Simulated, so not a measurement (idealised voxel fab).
Title: Process Module voxel self aligned vias
Cross-section cut: width 140 nm, square cells of 5 nm.
In this document a cross-section is written as a grid of square cells. It is given as a series of bands, listed from the top down, and a band is one or more rows of cells.
First you get the band's top height and its bottom height, in nm, and then the materials it's made of, left to right, with each width in nm. If you see a single material with "throughout", that one covers the band edge to edge. "empty" is empty space.
Basically, 0 is our baseline, since under it the wafer straight out of the box is all one material. The bottom band has no lower end and keeps on going down, so it looks like "z 0 and below".
When a width is written as two numbers, as in "30 to 40", the first number is the width in the top row of cells of the band and the second is the width in its bottom row, and the width changes by the same amount from each row to the next.
A step reported as "no change" is a step in which no cell of the cross-section changed.
"Sealed internal voids" lists enclosed empty spaces (at least 8 cells, no open path upward to the top), each as width x height at distance from the left edge, in nm.
Step line, after settings: the simulator's comment on this step.
overlay nm: for a step with a mask, the amount by which the mask lay right of where it was planned; a negative amount means left of it.
plan
1 op RECEIVE | material Si
2 op CONFORMAL_DEP | material SiO2 | thk nm 15
3 op CONFORMAL_DEP | material SiCN | thk nm 5
4 op DIRECTIONAL_DEP | material SiO2 | thk nm 30
5 op DIRECTIONAL_DEP | material aC | thk nm 10
6 op PATTERN | tone open | mask id LINES | material resist | width nm 25 | pitch nm 60 | thk nm 30 | overlay nm 0
7 op DIRECTIONAL_ETCH | etch materials aC | depth nm 10
8 op STRIP | etch materials resist
9 op DIRECTIONAL_ETCH | etch materials SiO2 | depth nm 30
10 op STRIP | etch materials aC
11 op CONFORMAL_DEP | material TiN | thk nm 5
12 op FILL_DEP | material W | thk nm 10
13 op CMP | height nm 50
14 op SELECTIVE_ETCH | etch materials W Ru TiN | depth nm 5
15 op FILL_DEP | material SiN | thk nm 10
16 op CMP | height nm 50
17 op DIRECTIONAL_DEP | material SiO2 | thk nm 20
18 op DIRECTIONAL_DEP | material aC | thk nm 15
19 op PATTERN | tone open | mask id VIAS | material resist | width nm 35 | thk nm 35 | overlay nm 0
20 op DIRECTIONAL_ETCH | etch materials aC | depth nm 15
21 op STRIP | etch materials resist
22 op DIRECTIONAL_ETCH | etch materials SiO2 | depth nm 20
23 op DIRECTIONAL_ETCH | etch materials SiN | depth nm 5
24 op STRIP | etch materials aC
25 op CONFORMAL_DEP | material TiN | thk nm 5
26 op FILL_DEP | material Ru | thk nm 10
27 op CMP | height nm 70
28 op CONFORMAL_DEP | material SiN | thk nm 5
Concerning the first of two wafers, which was run in accordance with the plan
Wafer as received: cross-section following step 1
* z 0 and below | Si throughout
* Sealed internal voids: none
The wafer, seen in cross-section, after step 2
* z 15 to 0 | SiO2 throughout
* For the remainder of the cross-section, below 0, there is no change.
The wafer, seen in cross-section, after step 3
* z 20 to 15 | SiCN throughout
* For the remainder of the cross-section, below 15, there is no change.
The wafer, seen in cross-section, after step 4
* z 50 to 20 | SiO2 throughout
* For the remainder of the cross-section, below 20, there is no change.
The wafer, seen in cross-section, after step 5
* z 60 to 50 | aC throughout
* For the remainder of the cross-section, below 50, there is no change.
The wafer, seen in cross-section, after step 6
* z 90 to 60 | resist 25, empty 25, resist 35, empty 25, resist 30
* For the remainder of the cross-section, below 60, there is no change.
The wafer, seen in cross-section, after step 7
* z 80 to 60 | resist 25, empty 25, resist 35, empty 25, resist 30
* z 60 to 50 | aC 25, empty 25, aC 35, empty 25, aC 30
* For the remainder of the cross-section, below 50, there is no change.
The wafer, seen in cross-section, after step 8
* z 60 to 50 | aC 25, empty 25, aC 35, empty 25, aC 30
* For the remainder of the cross-section, below 50, there is no change.
The wafer, seen in cross-section, after step 9
* z 60 to 50 | aC 25, empty 25, aC 35, empty 25, aC 30
* z 50 to 20 | SiO2 25, empty 25, SiO2 35, empty 25, SiO2 30
* For the remainder of the cross-section, below 20, there is no change.
The wafer, seen in cross-section, after step 10
* z 50 to 20 | SiO2 25, empty 25, SiO2 35, empty 25, SiO2 30
* For the remainder of the cross-section, below 20, there is no change.
The wafer, seen in cross-section, after step 11
* z 55 to 50 | TiN 30, empty 15, TiN 45, empty 15, TiN 35
* z 50 to 25 | SiO2 25, TiN 5, empty 15, TiN 5, SiO2 35, TiN 5, empty 15, TiN 5, SiO2 30
* z 25 to 20 | SiO2 25, TiN 25, SiO2 35, TiN 25, SiO2 30
* For the remainder of the cross-section, below 20, there is no change.
The wafer, seen in cross-section, after step 12
* z 65 to 55 | W throughout
* z 55 to 50 | TiN 30, W 15, TiN 45, W 15, TiN 35
* z 50 to 25 | SiO2 25, TiN 5, W 15, TiN 5, SiO2 35, TiN 5, W 15, TiN 5, SiO2 30
* For the remainder of the cross-section, below 25, there is no change.
The wafer, seen in cross-section, after step 13
* z 50 to 25 | SiO2 25, TiN 5, W 15, TiN 5, SiO2 35, TiN 5, W 15, TiN 5, SiO2 30
* For the remainder of the cross-section, below 25, there is no change.
The wafer, seen in cross-section, after step 14
* z 50 to 45 | SiO2 25, empty 25, SiO2 35, empty 25, SiO2 30
* For the remainder of the cross-section, below 45, there is no change.
The wafer, seen in cross-section, after step 15
* z 60 to 50 | SiN throughout
* z 50 to 45 | SiO2 25, SiN 25, SiO2 35, SiN 25, SiO2 30
* For the remainder of the cross-section, below 45, there is no change.
The wafer, seen in cross-section, after step 16
* z 50 to 45 | SiO2 25, SiN 25, SiO2 35, SiN 25, SiO2 30
* For the remainder of the cross-section, below 45, there is no change.
The wafer, seen in cross-section, after step 17
* z 70 to 50 | SiO2 throughout
* For the remainder of the cross-section, below 50, there is no change.
The wafer, seen in cross-section, after step 18
* z 85 to 70 | aC throughout
* For the remainder of the cross-section, below 70, there is no change.
The wafer, seen in cross-section, after step 19
* z 120 to 85 | resist 20, empty 35, resist 85
* For the remainder of the cross-section, below 85, there is no change.
The wafer, seen in cross-section, after step 20
* z 105 to 85 | resist 20, empty 35, resist 85
* z 85 to 70 | aC 20, empty 35, aC 85
* For the remainder of the cross-section, below 70, there is no change.
The wafer, seen in cross-section, after step 21
* z 85 to 70 | aC 20, empty 35, aC 85
* For the remainder of the cross-section, below 70, there is no change.
The wafer, seen in cross-section, after step 22
* z 85 to 70 | aC 20, empty 35, aC 85
* z 70 to 50 | SiO2 20, empty 35, SiO2 85
* For the remainder of the cross-section, below 50, there is no change.
The wafer, seen in cross-section, after step 23
* z 85 to 70 | aC 20, empty 35, aC 85
* z 70 to 50 | SiO2 20, empty 35, SiO2 85
* z 50 to 45 | SiO2 25, empty 25, SiO2 35, SiN 25, SiO2 30
* For the remainder of the cross-section, below 45, there is no change.
The wafer, seen in cross-section, after step 24
* z 70 to 50 | SiO2 20, empty 35, SiO2 85
* For the remainder of the cross-section, below 50, there is no change.
The wafer, seen in cross-section, after step 25
* z 75 to 70 | TiN 25, empty 25, TiN 90
* z 70 to 55 | SiO2 20, TiN 5, empty 25, TiN 5, SiO2 85
* z 55 to 50 | SiO2 20, TiN 10, empty 15, TiN 10, SiO2 85
* z 50 to 45 | SiO2 25, TiN 25, SiO2 35, SiN 25, SiO2 30
* For the remainder of the cross-section, below 45, there is no change.
The wafer, seen in cross-section, after step 26
* z 85 to 75 | Ru throughout
* z 75 to 70 | TiN 25, Ru 25, TiN 90
* z 70 to 55 | SiO2 20, TiN 5, Ru 25, TiN 5, SiO2 85
* z 55 to 50 | SiO2 20, TiN 10, Ru 15, TiN 10, SiO2 85
* For the remainder of the cross-section, below 50, there is no change.
The wafer, seen in cross-section, after step 27
* z 70 to 55 | SiO2 20, TiN 5, Ru 25, TiN 5, SiO2 85
* For the remainder of the cross-section, below 55, there is no change.
The wafer, seen in cross-section, after step 28
* z 75 to 70 | SiN throughout
* For the remainder of the cross-section, below 70, there is no change.
Second wafer, same starting state and plan as the first, one mistake in the run, identical through step 18
Cross-sectional representation of the second wafer at the time designated in the plan for the completion of step 19
* z 120 to 85 | resist 15, empty 35, resist 90
* For the remainder of the cross-section, below 85, there is no change.
Cross-sectional representation of the second wafer at the time designated in the plan for the completion of step 20
* z 105 to 85 | resist 15, empty 35, resist 90
* z 85 to 70 | aC 15, empty 35, aC 90
* For the remainder of the cross-section, below 70, there is no change.
Cross-sectional representation of the second wafer at the time designated in the plan for the completion of step 21
* z 85 to 70 | aC 15, empty 35, aC 90
* For the remainder of the cross-section, below 70, there is no change.
Cross-sectional representation of the second wafer at the time designated in the plan for the completion of step 22
* z 85 to 70 | aC 15, empty 35, aC 90
* z 70 to 50 | SiO2 15, empty 35, SiO2 90
* For the remainder of the cross-section, below 50, there is no change.
Cross-sectional representation of the second wafer at the time designated in the plan for the completion of step 23
* z 85 to 70 | aC 15, empty 35, aC 90
* z 70 to 50 | SiO2 15, empty 35, SiO2 90
* z 50 to 45 | SiO2 25, empty 25, SiO2 35, SiN 25, SiO2 30
* For the remainder of the cross-section, below 45, there is no change.
Cross-sectional representation of the second wafer at the time designated in the plan for the completion of step 24
* z 70 to 50 | SiO2 15, empty 35, SiO2 90
* For the remainder of the cross-section, below 50, there is no change.
Cross-sectional representation of the second wafer at the time designated in the plan for the completion of step 25
* z 75 to 70 | TiN 20, empty 25, TiN 95
* z 70 to 55 | SiO2 15, TiN 5, empty 25, TiN 5, SiO2 90
* z 55 to 50 | SiO2 15, TiN 15, empty 15, TiN 5, SiO2 90
* z 50 to 45 | SiO2 25, TiN 25, SiO2 35, SiN 25, SiO2 30
* For the remainder of the cross-section, below 45, there is no change.
Cross-sectional representation of the second wafer at the time designated in the plan for the completion of step 26
* z 85 to 75 | Ru throughout
* z 75 to 70 | TiN 20, Ru 25, TiN 95
* z 70 to 55 | SiO2 15, TiN 5, Ru 25, TiN 5, SiO2 90
* z 55 to 50 | SiO2 15, TiN 15, Ru 15, TiN 5, SiO2 90
* For the remainder of the cross-section, below 50, there is no change.
Cross-sectional representation of the second wafer at the time designated in the plan for the completion of step 27
* z 70 to 55 | SiO2 15, TiN 5, Ru 25, TiN 5, SiO2 90
* For the remainder of the cross-section, below 55, there is no change.
Cross-sectional representation of the second wafer at the time designated in the plan for the completion of step 28
* z 75 to 70 | SiN throughout
* For the remainder of the cross-section, below 70, there is no change.
Deviation from plan: step 19 was run on a setting that differed from the plan, and what really ran there is op PATTERN | tone open | mask id VIAS | material resist | width nm 35 | thk nm 35 | overlay nm -5
The two final wafers agree on how many cells each material fills and disagree on which cells those are.
